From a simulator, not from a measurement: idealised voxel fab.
Process module in this document: voxel plated lines
The cross-section shown here is cut; it is 265 nm wide and divided into square cells measuring 5 nm on a side.
Cross-section format: a grid of square cells, given as bands from top to bottom; each band is one or more rows of cells. Quick guide to a band line: top height, bottom height (nm) up front; then every material left to right with its width in nm. Only one material and it's marked "everywhere"? Then it fills the band edge to edge. And "air" just means empty space. Ref level 0: as-received wafer is one material below here. Bottom band extends down with no lower bound ("from 0 down"). So if you see something like "30..40" for the width, read it as the top row of the band sitting at the first number and the bottom row at the second, with every row in between moving by the same amount as the last. Step note "nothing different" = no cross-section cell changed. "Unvented cavities" - sealed voids, min. 8 cells, no opening to top; format: width x height at distance (distance from left edge; nm throughout). On each step's line, the part that comes after the settings is the simulator's own comment on the step. overlay nm: step with mask; distance mask lay right of planned place; negative value = left of planned place.

THE PROCESS STEPS THAT WERE PLANNED ARE LISTED BELOW
1 RECEIVE, material Si
2 CONFORMAL_DEP, material SiN, thk nm 10
3 DIRECTIONAL_DEP, material TiN, thk nm 5
4 PATTERN, tone open, mask id LINES, material resist, width nm 15, pitch nm 50, thk nm 15, overlay nm 0
5 EPI, material Ru, thk nm 10
6 STRIP, etch materials resist
7 DIRECTIONAL_ETCH, etch materials TiN, depth nm 5
8 CONFORMAL_DEP, material SiO2, thk nm 10
It is noted that the wafers described herein are identical at the outset and are distinguished by the width nm of step 4; the value stated in the plan corresponds to the first wafer.

STEP 1 COMPLETE: AS-RECEIVED CROSS-SECTION OF THE FIRST OF SEVERAL WAFERS
	from 0 down = Si everywhere
	Unvented cavities: none

FIRST OF SEVERAL WAFERS: CROSS-SECTION AT THE END OF THE MODULE, AFTER STEP 8, ITS LAST STEP
	from 35 to 25 = 65 air | 35 SiO2 | 15 air | 35 SiO2 | 15 air | 35 SiO2 | 65 air
	from 25 to 20 = 65 air | 10 SiO2 | 15 Ru | 10 SiO2 | 15 air | 10 SiO2 | 15 Ru | 10 SiO2 | 15 air | 10 SiO2 | 15 Ru | 10 SiO2 | 65 air
	from 20 to 15 = 75 SiO2 | 15 Ru | 35 SiO2 | 15 Ru | 35 SiO2 | 15 Ru | 75 SiO2
	from 15 to 10 = 75 SiO2 | 15 TiN | 35 SiO2 | 15 TiN | 35 SiO2 | 15 TiN | 75 SiO2
	from 10 to 0 = SiN everywhere
	from 0 down = Si everywhere
	Unvented cavities: none

THE MODULE'S END: A CROSS-SECTION OF THE LAST WAFER
	from 35 to 25 = 55 air | 155 SiO2 | 55 air
	from 25 to 20 = 55 air | 10 SiO2 | 35 Ru | 15 SiO2 | 35 Ru | 15 SiO2 | 35 Ru | 10 SiO2 | 55 air
	from 20 to 15 = 65 SiO2 | 35 Ru | 15 SiO2 | 35 Ru | 15 SiO2 | 35 Ru | 65 SiO2
	from 15 to 10 = 65 SiO2 | 35 TiN | 15 SiO2 | 35 TiN | 15 SiO2 | 35 TiN | 65 SiO2
	from 10 to 0 = SiN everywhere
	from 0 down = Si everywhere
	Unvented cavities: none

TABLE: WAFERS, A ROW EACH; END-OF-MODULE CELL CHANGE PER MATERIAL SINCE RECEIPT, GAIN (+), LOSS (-); THEN CLOSED VOIDS
width nm 15 | +18 Ru | +106 SiN | +142 SiO2 | +9 TiN | Unvented cavities: none
width nm 20 | +24 Ru | +106 SiN | +142 SiO2 | +12 TiN | Unvented cavities: none
width nm 25 | +30 Ru | +106 SiN | +142 SiO2 | +15 TiN | Unvented cavities: none
width nm 30 | +36 Ru | +106 SiN | +142 SiO2 | +18 TiN | Unvented cavities: none
width nm 35 | +42 Ru | +106 SiN | +136 SiO2 | +21 TiN | Unvented cavities: none
